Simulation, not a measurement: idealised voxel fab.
process module | voxel capacitor over wiring
cross-section cut | 215 nm wide | cells 5 nm
A cross-section is a grid of square cells, given in bands from the top down. A band is one or more rows of cells.
Each band's line starts with the height of the band's top and of its bottom, in nm. Then come its materials from left to right, each with its width in nm. One material with "throughout" fills the band from edge to edge. "air" is empty space.
Height 0 is the level under which the wafer as received is all one material. The lowest band goes on downwards, as in "0 down".
A width such as "30 to 40" changes by the same amount from each row of cells to the next, from the band's top row to its bottom row.
"no change" after a step means that no cell of the cross-section changed.
closed voids: empty space of 8 cells or more with no open way to the top, each as width x height at its distance from the left edge, in nm
after a step's settings: what the simulator itself notes on the step
overlay nm, on a step with a mask: how far to the right of its planned place the mask lay; to the left if negative
plan
1 op RECEIVE | material Si
2 op CONFORMAL_DEP | material SiO2 | thk nm 10
3 op CONFORMAL_DEP | material SiN | thk nm 5
4 op DIRECTIONAL_DEP | material lowk | thk nm 15
5 op MASKED_ETCH | tone open | mask id METAL_1 | width nm 30 | pitch nm 100 | etch materials lowk | depth nm 15 | overlay nm 0
6 op MASKED_ETCH | tone open | mask id METAL_1 | width nm 30 | pitch nm 100 | etch materials SiN | depth nm 5 | overlay nm 0
7 op CONFORMAL_DEP | material TiN | thk nm 5
8 op FILL_DEP | material Cu | thk nm 10
9 op CMP | height nm 30
10 op CONFORMAL_DEP | material SiCN | thk nm 5
11 op DIRECTIONAL_DEP | material SiO2 | thk nm 15
12 op DIRECTIONAL_DEP | material aC | thk nm 15
13 op PATTERN | tone open | mask id PLUG_1 | material resist | width nm 15 | thk nm 30 | overlay nm 0
14 op DIRECTIONAL_ETCH | etch materials aC | depth nm 15
15 op STRIP | etch materials resist
16 op DIRECTIONAL_ETCH | etch materials SiO2 | depth nm 15
17 op DIRECTIONAL_ETCH | etch materials SiCN | depth nm 5
18 op STRIP | etch materials aC
19 op CONFORMAL_DEP | material TiN | thk nm 5
20 op FILL_DEP | material Cu | thk nm 5
21 op CMP | height nm 50
22 op DIRECTIONAL_DEP | material TiN | thk nm 10
23 op DIRECTIONAL_DEP | material HfO2 | thk nm 5
24 op DIRECTIONAL_DEP | material TiN | thk nm 5
25 op DIRECTIONAL_DEP | material aC | thk nm 10
26 op PATTERN | tone cover | mask id UPPER_PLATE | material resist | width nm 75 | thk nm 30 | overlay nm 0
27 op DIRECTIONAL_ETCH | etch materials aC | depth nm 10
28 op STRIP | etch materials resist
29 op DIRECTIONAL_ETCH | etch materials TiN | depth nm 5
30 op DIRECTIONAL_ETCH | etch materials HfO2 | depth nm 5
31 op STRIP | etch materials aC
32 op DIRECTIONAL_DEP | material aC | thk nm 10
33 op PATTERN | tone cover | mask id LOWER_PLATE | material resist | width nm 85 | thk nm 25 | overlay nm 0
34 op DIRECTIONAL_ETCH | etch materials aC | depth nm 10
35 op STRIP | etch materials resist
36 op DIRECTIONAL_ETCH | etch materials TiN | depth nm 10
37 op STRIP | etch materials aC
38 op FILL_DEP | material SiO2 | thk nm 15
39 op CMP | height nm 80
40 op PATTERN | tone open | mask id PLUG_2 | material resist | width nm 15 | thk nm 15 | overlay nm 0
41 op DIRECTIONAL_ETCH | etch materials SiO2 | depth nm 10
42 op STRIP | etch materials resist
43 op CONFORMAL_DEP | material TiN | thk nm 5
44 op FILL_DEP | material W | thk nm 10
45 op CMP | height nm 80
46 op CONFORMAL_DEP | material SiCN | thk nm 5
as received, after step 1
  0 down: Si throughout
  closed voids: none
first wafer at the end, as planned
  85 to 80: SiCN throughout
  80 to 75: SiO2 65 | TiN 5 | W 5 | TiN 5 | SiO2 135
  75 to 65: SiO2 65 to 55 | TiN 15 to 75 | SiO2 135 to 85
  65 to 60: SiO2 55 | HfO2 75 | SiO2 85
  60 to 50: SiO2 50 | TiN 85 | SiO2 80
  50 to 35: SiO2 55 | TiN 5 | Cu 5 | TiN 5 | SiO2 145
  35 to 30: SiCN 55 | TiN 15 | SiCN 145
  30 to 15: lowk 40 | TiN 5 | Cu 20 | TiN 5 | lowk 70 | TiN 5 | Cu 20 | TiN 5 | lowk 45
  15 to 10: SiN 40 | TiN 30 | SiN 70 | TiN 30 | SiN 45
  10 to 0: SiO2 throughout
  0 down: Si throughout
  closed voids: none
second wafer at the end: like start, like plan, one mistake
  85 to 80: SiCN throughout
  80 to 75: SiO2 60 | TiN 5 | W 15 | TiN 5 | SiO2 130
  75 to 65: SiO2 60 to 55 | TiN 25 to 75 | SiO2 130 to 85
  65 to 60: SiO2 55 | HfO2 75 | SiO2 85
  60 to 50: SiO2 50 | TiN 85 | SiO2 80
  50 to 35: SiO2 55 | TiN 5 | Cu 5 | TiN 5 | SiO2 145
  35 to 30: SiCN 55 | TiN 15 | SiCN 145
  30 to 15: lowk 40 | TiN 5 | Cu 20 | TiN 5 | lowk 70 | TiN 5 | Cu 20 | TiN 5 | lowk 45
  15 to 10: SiN 40 | TiN 30 | SiN 70 | TiN 30 | SiN 45
  10 to 0: SiO2 throughout
  0 down: Si throughout
  closed voids: none
what went wrong: step 40 ran as: op PATTERN | tone open | mask id PLUG_2 | material resist | width nm 25 | thk nm 15 | overlay nm 0
at the end the second wafer has, in cells: 4 fewer of SiO2 | 2 more of TiN | 2 more of W
